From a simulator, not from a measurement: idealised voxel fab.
process module | voxel capacitor over wiring
cross-section cut | 260 nm wide | cells 5 nm
A cross-section is a grid of square cells, given in bands from the top down. A band is one or more rows of cells.
Each band's line starts with the height of the band's top and of its bottom, in nm. Then come its materials from left to right, each with its width in nm. One material with "throughout" fills the band from edge to edge. "air" is empty space.
Height 0 is the level under which the wafer as received is all one material. The lowest band goes on downwards, as in "0 down".
A width such as "30 to 40" changes by the same amount from each row of cells to the next, from the band's top row to its bottom row.
"no change" after a step means that no cell of the cross-section changed.
closed voids: empty space of 8 cells or more with no open way to the top, each as width x height at its distance from the left edge, in nm
after a step's settings: what the simulator itself notes on the step
overlay nm, on a step with a mask: how far to the right of its planned place the mask lay; to the left if negative
plan
1 op RECEIVE | material Si
2 op CONFORMAL_DEP | material SiO2 | thk nm 15
3 op DIRECTIONAL_DEP | material TiN | thk nm 5
4 op DIRECTIONAL_DEP | material Ru | thk nm 25
5 op PATTERN | tone cover | mask id METAL_1 | material resist | width nm 25 | pitch nm 95 | thk nm 15 | overlay nm 0
6 op DIRECTIONAL_ETCH | etch materials Ru | depth nm 25
7 op DIRECTIONAL_ETCH | etch materials TiN | depth nm 5
8 op STRIP | etch materials resist
9 op FILL_DEP | material SiO2 | thk nm 5
10 op CMP | height nm 45
11 op CONFORMAL_DEP | material SiCN | thk nm 5
12 op DIRECTIONAL_DEP | material SiO2 | thk nm 5
13 op DIRECTIONAL_DEP | material aC | thk nm 10
14 op PATTERN | tone open | mask id PLUG_1 | material resist | width nm 15 | thk nm 25 | overlay nm 0
15 op DIRECTIONAL_ETCH | etch materials aC | depth nm 10
16 op STRIP | etch materials resist
17 op DIRECTIONAL_ETCH | etch materials SiO2 | depth nm 10
18 op DIRECTIONAL_ETCH | etch materials SiCN | depth nm 5
19 op STRIP | etch materials aC
20 op EPI | material Ru | thk nm 10
21 op EPI | material Ru | thk nm 5
22 op DIRECTIONAL_DEP | material TiN | thk nm 5
23 op DIRECTIONAL_DEP | material Al2O3 | thk nm 5
24 op DIRECTIONAL_DEP | material TiN | thk nm 5
25 op MASKED_ETCH | tone cover | mask id UPPER_PLATE | width nm 75 | etch materials TiN | depth nm 5 | overlay nm 0
26 op MASKED_ETCH | tone cover | mask id UPPER_PLATE | width nm 75 | etch materials Al2O3 | depth nm 5 | overlay nm 0
27 op DIRECTIONAL_DEP | material aC | thk nm 15
28 op PATTERN | tone cover | mask id LOWER_PLATE | material resist | width nm 85 | thk nm 30 | overlay nm 0
29 op DIRECTIONAL_ETCH | etch materials aC | depth nm 15
30 op STRIP | etch materials resist
31 op DIRECTIONAL_ETCH | etch materials TiN | depth nm 5
32 op STRIP | etch materials aC
33 op FILL_DEP | material SiO2 | thk nm 15
34 op CMP | height nm 85
35 op MASKED_ETCH | tone open | mask id PLUG_2 | width nm 15 | etch materials SiO2 | depth nm 10 | overlay nm 0
36 op CONFORMAL_DEP | material TiN | thk nm 5
37 op FILL_DEP | material W | thk nm 5
38 op CMP | height nm 85
39 op CONFORMAL_DEP | material SiN | thk nm 5
varied across the wafers: thk nm of step 12. The plan shows the first wafer's value. All wafers start alike
first wafer as received, after step 1
  0 down: Si throughout
  closed voids: none
each wafer at the end: cells of each material gained (+) or lost (-) since it was received, then its closed voids
thk nm 5 | +15 Al2O3 | +61 Ru | +49 SiCN | +52 SiN | +711 SiO2 | +47 TiN | +1 W | closed voids: none
thk nm 10 | +15 Al2O3 | +59 Ru | +49 SiCN | +52 SiN | +713 SiO2 | +47 TiN | +1 W | closed voids: none
thk nm 15 | +15 Al2O3 | +50 Ru | +52 SiCN | +52 SiN | +721 SiO2 | +46 TiN | closed voids: none
thk nm 20 | +15 Al2O3 | +50 Ru | +52 SiCN | +52 SiN | +723 SiO2 | +44 TiN | closed voids: none
thk nm 25 | +15 Al2O3 | +50 Ru | +52 SiCN | +52 SiN | +736 SiO2 | +31 TiN | closed voids: none
